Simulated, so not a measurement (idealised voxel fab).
Proc. module: voxel capacitor over wiring
Section shown: cut. Width: 205 nm. Cell size: 5 nm, square.
Think of the cross-section as a grid of square cells. We describe it in bands, top to bottom, and each band covers one or more rows of those cells.
Top height, bottom height, nm. Materials left to right, width each, nm. Single material + "throughout" = fills band edge to edge. "empty" = empty.
Heights are expressed relative to 0, this being the level below which the as-received wafer comprises one material exclusively. The lowest band is unbounded in the downward direction and is denoted as in "0 down".
With a width like "30..40", each row of cells in the band differs from the next by the same amount, the top row carrying the first number and the bottom row the second.
What does "remains unaltered" mean for a step? It means no cell of the cross-section changed in that step.
Any empty space of 8 cells or more lacking an open way to the top shows up in "Enclosed voids" as width x height at distance, distance from the left edge, in nm.
Past the settings on a step's line: simulator remark, on that step.
Each step line may optionally specify "overlay nm", which for a step with a mask gives the rightward distance between the mask's planned place and where it lay, a negative value indicating the leftward direction.

SET OUT BELOW ARE THE PLANNED STEPS OF THE PROCESS
- 1: RECEIVE [material Si]
- 2: CONFORMAL_DEP [material SiO2] [thk nm 15]
- 3: DIRECTIONAL_DEP [material TiN] [thk nm 5]
- 4: DIRECTIONAL_DEP [material Ru] [thk nm 20]
- 5: PATTERN [tone cover] [mask id METAL_1] [material resist] [width nm 25] [pitch nm 90] [thk nm 20] [overlay nm 0]
- 6: DIRECTIONAL_ETCH [etch materials Ru] [depth nm 20]
- 7: DIRECTIONAL_ETCH [etch materials TiN] [depth nm 5]
- 8: STRIP [etch materials resist]
- 9: CONFORMAL_DEP [material SiCN] [thk nm 5]
- 10: FILL_DEP [material lowk] [thk nm 5]
- 11: CMP [height nm 40]
- 12: CONFORMAL_DEP [material SiCN] [thk nm 5]
- 13: DIRECTIONAL_DEP [material SiO2] [thk nm 10]
- 14: PATTERN [tone open] [mask id PLUG_1] [material resist] [width nm 15] [thk nm 20] [overlay nm 0]
- 15: DIRECTIONAL_ETCH [etch materials SiO2] [depth nm 10]
- 16: DIRECTIONAL_ETCH [etch materials SiCN] [depth nm 5]
- 17: STRIP [etch materials resist]
- 18: EPI [material Ru] [thk nm 10]
- 19: EPI [material Ru] [thk nm 5]
- 20: DIRECTIONAL_DEP [material TiN] [thk nm 10]
- 21: DIRECTIONAL_DEP [material Al2O3] [thk nm 5]
- 22: DIRECTIONAL_DEP [material TiN] [thk nm 10]
- 23: PATTERN [tone cover] [mask id UPPER_PLATE] [material resist] [width nm 70] [thk nm 15] [overlay nm 0]
- 24: DIRECTIONAL_ETCH [etch materials TiN] [depth nm 10]
- 25: DIRECTIONAL_ETCH [etch materials Al2O3] [depth nm 5]
- 26: STRIP [etch materials resist]
- 27: PATTERN [tone cover] [mask id LOWER_PLATE] [material resist] [width nm 80] [thk nm 20] [overlay nm 0]
- 28: DIRECTIONAL_ETCH [etch materials TiN] [depth nm 10]
- 29: STRIP [etch materials resist]
- 30: FILL_DEP [material SiO2] [thk nm 20]
- 31: CMP [height nm 95]
- 32: DIRECTIONAL_DEP [material aC] [thk nm 15]
- 33: PATTERN [tone open] [mask id PLUG_2] [material resist] [width nm 15] [thk nm 30] [overlay nm 0]
- 34: DIRECTIONAL_ETCH [etch materials aC] [depth nm 15]
- 35: STRIP [etch materials resist]
- 36: DIRECTIONAL_ETCH [etch materials SiO2] [depth nm 15]
- 37: STRIP [etch materials aC]
- 38: CONFORMAL_DEP [material TiN] [thk nm 5]
- 39: FILL_DEP [material W] [thk nm 10]
- 40: CMP [height nm 95]
- 41: CONFORMAL_DEP [material SiCN] [thk nm 5]

THIS IS THE CROSS-SECTION OF THE WAFER AS WE RECEIVED IT, I.E. AFTER STEP 1
0 down  Si throughout
Enclosed voids: none

STARTING STRUCTURE AND PROCESS PLAN ARE AS SHOWN ABOVE, BUT ONE MISTAKE WAS MADE IN RUNNING THE MODULE; THE WAFER CROSS-SECTION AT THE END OF THE MODULE FOLLOWS
100 to 95  SiCN throughout
95 to 85  65 SiO2; 5 TiN; 5 W; 5 TiN; 125 SiO2
85 to 80  65 SiO2; 15 TiN; 125 SiO2
80 to 70  55 SiO2; 70 TiN; 80 SiO2
70 to 65  55 SiO2; 70 Al2O3; 80 SiO2
65 to 55  50 SiO2; 80 TiN; 75 SiO2
55 to 45  55 SiO2; 15 Ru; 135 SiO2
45 to 40  55 SiCN; 15 Ru; 135 SiCN
40 to 35  40 lowk; 5 SiCN; 25 Ru; 5 SiCN; 55 lowk; 5 SiCN; 25 Ru; 5 SiCN; 40 lowk
35 to 30  45 SiCN; 25 TiN; 65 SiCN; 25 TiN; 45 SiCN
30 to 0  SiO2 throughout
0 down  Si throughout
Enclosed voids: none
The mistake made against the process plan was this: twice, step 2 of the plan was run
